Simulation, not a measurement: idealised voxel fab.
process module | voxel air gaps
cross-section cut | 210 nm wide | cells 5 nm
A cross-section is a grid of square cells, given in bands from the top down. A band is one or more rows of cells.
Each band's line starts with the height of the band's top and of its bottom, in nm. Then come its materials from left to right, each with its width in nm. One material with "throughout" fills the band from edge to edge. "air" is empty space.
Height 0 is the level under which the wafer as received is all one material. The lowest band goes on downwards, as in "0 down".
A width such as "30 to 40" changes by the same amount from each row of cells to the next, from the band's top row to its bottom row.
"no change" after a step means that no cell of the cross-section changed.
closed voids: empty space of 8 cells or more with no open way to the top, each as width x height at its distance from the left edge, in nm
after a step's settings: what the simulator itself notes on the step
overlay nm, on a step with a mask: how far to the right of its planned place the mask lay; to the left if negative
plan
1 op RECEIVE | material Si
2 op CONFORMAL_DEP | material SiO2 | thk nm 10
3 op CONFORMAL_DEP | material SiN | thk nm 5
4 op DIRECTIONAL_DEP | material lowk | thk nm 40
5 op PATTERN | tone open | mask id LINES | material resist | width nm 15 | pitch nm 40 | thk nm 15 | overlay nm 0
6 op DIRECTIONAL_ETCH | etch materials lowk | depth nm 40
7 op STRIP | etch materials resist
8 op CONFORMAL_DEP | material TiN | thk nm 5
9 op FILL_DEP | material Ru | thk nm 10
10 op CMP | height nm 55
11 op EPI | material Ru | thk nm 10
12 op SELECTIVE_ETCH | etch materials lowk | depth nm 50
13 op CONFORMAL_DEP | material SiCN | thk nm 5
as received, after step 1
  0 down: Si throughout
  closed voids: none
a wafer at the end: this start, this plan, one mistake
  70 to 65: air 30 | SiCN 125 | air 55
  65 to 55: air 30 | SiCN 5 | Ru 35 | SiCN 5 | Ru 35 | SiCN 5 | Ru 35 | SiCN 5 | air 55
  55 to 50: air 30 | SiCN 15 | TiN 5 | Ru 5 | TiN 5 | SiCN 25 | TiN 5 | Ru 5 | TiN 5 | SiCN 25 | TiN 5 | Ru 5 | TiN 5 | SiCN 15 | air 55
  50 to 20: air 40 | SiCN 5 | TiN 5 | Ru 5 | TiN 5 | SiCN 5 | air 15 | SiCN 5 | TiN 5 | Ru 5 | TiN 5 | SiCN 5 | air 15 | SiCN 5 | TiN 5 | Ru 5 | TiN 5 | SiCN 5 | air 65
  20 to 15: SiCN 45 | TiN 15 | SiCN 25 | TiN 15 | SiCN 25 | TiN 15 | SiCN 70
  15 to 10: SiN throughout
  10 to 0: SiO2 throughout
  0 down: Si throughout
  closed voids: 15 x 30 at 65; 15 x 30 at 105
what went wrong: step 5 ran as: op PATTERN | tone open | mask id LINES | material resist | width nm 15 | pitch nm 40 | thk nm 15 | overlay nm -10
